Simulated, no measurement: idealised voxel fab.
Herein follows the process module entitled voxel lift off.
Square cells of 5 nm make up the cross-section cut, whose width is 175 nm.
Square cells in a grid make up a cross-section in this document, and the grid is given as bands, listed from the top down, each one or more rows of cells.
Look at the band entry: it leads with the top's height and the bottom's height in nm. Then it lists the materials left to right, with a width in nm for each. The word "everywhere" on a single material says that material fills the band edge to edge. The word "air" is empty space.
Where do heights start? At 0: under that level the wafer as delivered is made of one material only. And the lowest band has no floor; it just carries on downward, as in "0 down".
A width such as "30 to 40" changes by the same amount from each row of cells to the next, from the band's top row to its bottom row.
"everything unchanged" -> step changed no cross-section cell.
The list in "Sealed void inventory" covers empty spaces of 8 cells or more that cannot reach the top through any open way, and it gives each as width x height at distance; the distance is from the left edge, and width, height and distance are in nm.
Post-settings text on a step line: simulator's own remark regarding the step.
A step's line can hold "overlay nm"; with a mask on that step, the setting says how far right of the planned place the mask lay, while a negative setting says it lay to the left.
Steps planned for the process
1,RECEIVE, material Si
2,CONFORMAL_DEP, material SiO2, thk nm 15
3,PATTERN, tone open, mask id LINES, material resist, width nm 30, pitch nm 45, thk nm 30, overlay nm 0
4,DIRECTIONAL_DEP, material Ru, thk nm 15
5,STRIP, etch materials resist
6,CONFORMAL_DEP, material SiO2, thk nm 5
Cross-section of the wafer as it came to us, i.e., already through step 1
> 0 down  Si everywhere
> Sealed void inventory: none
Cross-section, end of module. Start: as above. Plan: as above. Execution: one mistake
> 35 to 30  air 50, SiO2 35, air 10, SiO2 35, air 45
> 30 to 20  air 50, SiO2 5, Ru 25, SiO2 5, air 10, SiO2 5, Ru 25, SiO2 5, air 45
> 20 to 15  SiO2 55, Ru 25, SiO2 20, Ru 25, SiO2 50
> 15 to 0  SiO2 everywhere
> 0 down  Si everywhere
> Sealed void inventory: none
What went wrong in running the wafer? step 3 did not happen as planned, as run it was PATTERN, tone open, mask id LINES, material resist, width nm 25, pitch nm 45, thk nm 30, overlay nm 0
